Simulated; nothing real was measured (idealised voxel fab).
Process module, titled voxel self aligned contacts
Section cut is 235 nm wide and gridded with 5 nm square cells.
Square cells in a grid make up a cross-section in this document, and the grid is given as bands, listed from the top down, each one or more rows of cells. In this notation a band is specified by the heights of its top and bottom, in that order and in nm, after which its materials appear from left to right, each paired with its width in nm. The word "throughout" attached to a single material means that material fills the band from edge to edge; the word "air" stands for empty space. A quick word on heights: they are counted from 0, and under that level the wafer as it came to us is one material throughout. The lowest band is different from the rest in having no bottom; it simply continues downward, written as in "0 -> down". Width "30 to 40": first value at the band's top row of cells, second value at its bottom row, equal change from row to row. Step note "identical to before" = no cross-section cell changed. You'll see "Closed void list" listing empty spaces that have no way open to the top, as long as they're 8 cells or more; the notation is width x height at distance, where the distance is from the left edge, and all of it is in nm. Post-settings text on a step line: simulator's own remark regarding the step. overlay nm: how far to the right of its planned place the mask lay on this masked step (negative: to the left).
Below is the list of planned process steps
| 1 | RECEIVE (material Si) |
| 2 | OXIDIZE (depth nm 5) |
| 3 | DIRECTIONAL_DEP (material polySi; thk nm 25) |
| 4 | DIRECTIONAL_DEP (material SiN; thk nm 15) |
| 5 | PATTERN (tone cover; mask id GATE; material resist; width nm 30; pitch nm 65; thk nm 15; overlay nm 0) |
| 6 | DIRECTIONAL_ETCH (etch materials SiN; depth nm 15) |
| 7 | DIRECTIONAL_ETCH (etch materials polySi; depth nm 25) |
| 8 | STRIP (etch materials resist) |
| 9 | CONFORMAL_DEP (material SiN; thk nm 5) |
| 10 | DIRECTIONAL_ETCH (etch materials SiN; depth nm 5) |
| 11 | FILL_DEP (material SiO2; thk nm 15) |
| 12 | CMP (height nm 45) |
| 13 | DIRECTIONAL_DEP (material aC; thk nm 15) |
| 14 | PATTERN (tone open; mask id CONTACT; material resist; width nm 45; pitch nm 65; thk nm 30; overlay nm 0) |
| 15 | DIRECTIONAL_ETCH (etch materials aC; depth nm 15) |
| 16 | STRIP (etch materials resist) |
| 17 | DIRECTIONAL_ETCH (etch materials SiO2; depth nm 50) |
| 18 | STRIP (etch materials aC) |
| 19 | CONFORMAL_DEP (material TiN; thk nm 5) |
| 20 | FILL_DEP (material Ru; thk nm 10) |
| 21 | CMP (height nm 45) |
| 22 | CONFORMAL_DEP (material SiCN; thk nm 5) |
Step 1 complete: cross-section of the wafer as received
0 -> down | Si throughout
Closed void list: none
Final wafer profile in cross-section after the module, from the same start and plan as above, with one mistake made during processing
50 -> 45 | SiCN throughout
45 -> 40 | 60 nm SiO2 / 15 nm TiN / 15 nm Ru / 15 nm TiN / 20 nm SiO2 / 15 nm TiN / 15 nm Ru / 15 nm TiN / 65 nm SiO2
40 -> 25 | 30 nm SiO2 / 40 nm SiN / 5 nm TiN / 15 nm Ru / 5 nm TiN / 40 nm SiN / 5 nm TiN / 15 nm Ru / 5 nm TiN / 40 nm SiN / 35 nm SiO2
25 -> 10 | 30 nm SiO2 / 5 nm SiN / 30 nm polySi / 5 nm SiN / 5 nm TiN / 15 nm Ru / 5 nm TiN / 5 nm SiN / 30 nm polySi / 5 nm SiN / 5 nm TiN / 15 nm Ru / 5 nm TiN / 5 nm SiN / 30 nm polySi / 5 nm SiN / 35 nm SiO2
10 -> 5 | 30 nm SiO2 / 5 nm SiN / 30 nm polySi / 5 nm SiN / 25 nm TiN / 5 nm SiN / 30 nm polySi / 5 nm SiN / 25 nm TiN / 5 nm SiN / 30 nm polySi / 5 nm SiN / 35 nm SiO2
5 -> 0 | polySi throughout
0 -> -5 | SiO2 throughout
-5 -> down | Si throughout
Closed void list: none
What was the processing mistake? for step 7, the planned setting was not used; the step was instead run as DIRECTIONAL_ETCH (etch materials polySi; depth nm 20)
